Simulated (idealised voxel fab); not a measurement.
You're looking at the process module voxel gate over fins.
Square cells of 5 nm make up the cross-section cut, whose width is 275 nm.
Cross-section format: a grid of square cells, given as bands from top to bottom; each band is one or more rows of cells. The band entry comprises the height of the band's top followed by the height of its bottom, expressed in nm, and subsequently the band's materials from left to right, each stated together with its width in nm. Where a single material is marked with the word "throughout", that material fills the band from edge to edge. The word "air" represents empty space. Zero point of the height axis is 0; under it, received wafer = one material. Lowest band: continues down indefinitely, "0 and below". The width entry "30..40" should be interpreted row by row: the top row of cells in the band takes the first number, the bottom row takes the second number, and the change between adjacent rows is uniform throughout. Where the words "remained the same" appear for a step, the cross-section shows no cell changed by that step; every cell remained as before. "Closed internal voids" means: voids of 8 cells or more that are shut off from the top with no open way through. Written width x height at distance, distance from the left edge, in nm. On each step's line, the part that comes after the settings is the simulator's own comment on the step. The setting "overlay nm" may be written on the line of a step. When the step uses a mask, the value reports how far to the right of the planned place the mask lay, and a negative value reports that it lay to the left.
### List of planned process steps
- 1: RECEIVE | material Si
- 2: CONFORMAL_DEP | material SiN | thk nm 10
- 3: PATTERN | tone cover | mask id FINS | material resist | width nm 15 | pitch nm 50 | thk nm 15 | overlay nm 0
- 4: DIRECTIONAL_ETCH | etch materials SiN | depth nm 10
- 5: DIRECTIONAL_ETCH | etch materials Si | depth nm 40
- 6: STRIP | etch materials resist
- 7: OXIDIZE | depth nm 5
- 8: FILL_DEP | material SiO2 | thk nm 5
- 9: CMP | height nm 10
- 10: DIRECTIONAL_DEP | material aC | thk nm 10
- 11: PATTERN | tone open | mask id RAIL | material resist | width nm 15 | thk nm 30 | overlay nm 0
- 12: DIRECTIONAL_ETCH | etch materials aC | depth nm 10
- 13: STRIP | etch materials resist
- 14: DIRECTIONAL_ETCH | etch materials SiO2 | depth nm 45
- 15: STRIP | etch materials aC
- 16: CONFORMAL_DEP | material TiN | thk nm 5
- 17: FILL_DEP | material Ru | thk nm 5
- 18: CMP | height nm 10
- 19: SELECTIVE_ETCH | etch materials W Ru TiN | depth nm 30
- 20: FILL_DEP | material SiO2 | thk nm 5
- 21: CMP | height nm 10
- 22: SELECTIVE_ETCH | etch materials SiO2 | depth nm 20
- 23: STRIP | etch materials SiN
- 24: CONFORMAL_DEP | material HfO2 | thk nm 5
- 25: CONFORMAL_DEP | material TiN | thk nm 5
- 26: CONFORMAL_DEP | material TiAl | thk nm 5
- 27: CONFORMAL_DEP | material TiN | thk nm 5
- 28: FILL_DEP | material W | thk nm 15
- 29: CMP | height nm 30
- 30: CONFORMAL_DEP | material SiCN | thk nm 5
### Cross-section of the wafer upon arrival, representing the state reached after step 1
	0 and below  Si throughout
	Closed internal voids: none
### End-of-module cross-section. Starting structure and process plan as above; one mistake made in running it
	35 down to 30  SiCN throughout
	30 down to 25  TiN throughout
	25 down to 20  TiAl throughout
	20 down to 15  TiN throughout
	15 down to 10  60 of HfO2 | 5 of TiN | 45 of HfO2 | 5 of TiN | 45 of HfO2 | 5 of TiN | 45 of HfO2 | 5 of TiN | 60 of HfO2
	10 down to 5  55 of TiAl | 5 of HfO2 | 5 of TiN | 5 of HfO2 | 35 of TiAl | 5 of HfO2 | 5 of TiN | 5 of HfO2 | 35 of TiAl | 5 of HfO2 | 5 of TiN | 5 of HfO2 | 35 of TiAl | 5 of HfO2 | 5 of TiN | 5 of HfO2 | 55 of TiAl
	5 down to 0  55 of TiAl | 15 of HfO2 | 35 of TiAl | 15 of HfO2 | 35 of TiAl | 15 of HfO2 | 35 of TiAl | 15 of HfO2 | 55 of TiAl
	0 down to -40  55 of TiAl | 5 of SiO2 | 5 of Si | 5 of SiO2 | 35 of TiAl | 5 of SiO2 | 5 of Si | 5 of SiO2 | 35 of TiAl | 5 of SiO2 | 5 of Si | 5 of SiO2 | 35 of TiAl | 5 of SiO2 | 5 of Si | 5 of SiO2 | 55 of TiAl
	-40 down to -45  60 of SiO2 | 5 of Si | 45 of SiO2 | 5 of Si | 45 of SiO2 | 5 of Si | 45 of SiO2 | 5 of Si | 60 of SiO2
	-45 and below  Si throughout
	Closed internal voids: none
What was done differently from what was planned? contrary to plan, step 8 was performed as FILL_DEP | material TiAl | thk nm 5
